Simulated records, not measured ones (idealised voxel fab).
The name of this process module is voxel self aligned contacts.
We display cut, a cross-section 195 nm in width whose square cells are each 5 nm.
When this document writes out a cross-section, it uses a grid of square cells and lists it as bands, beginning at the top and moving down, with a band standing for one or more rows of cells. Band: top height; bottom height; in nm. Then, left to right: material with width in nm, for each material. "all across": a single material spanning edge to edge. "blank": empty space. Note: height 0 marks the level under which the wafer is uniformly one material as received. Lowest band unbounded below, written "z 0 and below". Note: "30->40" means the width goes from the first number (top row of the band) to the second number (bottom row) in equal steps per row of cells. Given "remained unchanged" for a step, no cell of the cross-section differs between before and after that step. "Enclosed internal voids": empty spaces of 8 cells or more with no open way to the top, each given as width x height at distance, distance from the left edge, all in nm. Formally, on a step line, whatever follows the settings is a remark that the simulator itself makes on the step. overlay nm: on a step with a mask, how far right of its planned place the mask lay; negative means left.

Below is the list of planned process steps
1) RECEIVE (material Si)
2) OXIDIZE (depth nm 5)
3) DIRECTIONAL_DEP (material polySi; thk nm 20)
4) DIRECTIONAL_DEP (material SiN; thk nm 20)
5) MASKED_ETCH (tone cover; mask id GATE; width nm 35; pitch nm 65; etch materials SiN; depth nm 20; overlay nm 0)
6) MASKED_ETCH (tone cover; mask id GATE; width nm 35; pitch nm 65; etch materials polySi; depth nm 20; overlay nm 0)
7) CONFORMAL_DEP (material SiN; thk nm 5)
8) DIRECTIONAL_ETCH (etch materials SiN; depth nm 5)
9) FILL_DEP (material SiO2; thk nm 20)
10) CMP (height nm 50)
11) MASKED_ETCH (tone open; mask id CONTACT; width nm 50; etch materials SiO2; depth nm 55; overlay nm -15)
12) CONFORMAL_DEP (material TiN; thk nm 5)
13) FILL_DEP (material W; thk nm 10)
14) CMP (height nm 50)
15) CONFORMAL_DEP (material SiCN; thk nm 5)
The wafers are alike at the start. At step 11, their overlay nm differs. The plan lists the first wafer's value.

So this is the first of several wafers, cross-sectioned as it came to us, meaning it's at the end of step 1
- z 0 and below = Si all across
- Enclosed internal voids: none

Each row below is a wafer at the end of the module, listing for every material the number of cells it has gained (+) or lost (-) since it was received, followed by its closed voids
overlay nm -15, -39 Si, +39 SiCN, +88 SiN, +229 SiO2, +30 TiN, +26 W, +56 polySi, Enclosed internal voids: none
overlay nm -10, -39 Si, +39 SiCN, +88 SiN, +229 SiO2, +30 TiN, +26 W, +56 polySi, Enclosed internal voids: none
overlay nm -5, -39 Si, +39 SiCN, +88 SiN, +229 SiO2, +30 TiN, +26 W, +56 polySi, Enclosed internal voids: none
overlay nm 0, -39 Si, +39 SiCN, +88 SiN, +229 SiO2, +30 TiN, +26 W, +56 polySi, Enclosed internal voids: none
overlay nm 5, -39 Si, +39 SiCN, +88 SiN, +229 SiO2, +30 TiN, +26 W, +56 polySi, Enclosed internal voids: none
overlay nm 10, -39 Si, +39 SiCN, +88 SiN, +229 SiO2, +30 TiN, +26 W, +56 polySi, Enclosed internal voids: none
overlay nm 15, -39 Si, +39 SiCN, +88 SiN, +229 SiO2, +30 TiN, +26 W, +56 polySi, Enclosed internal voids: none
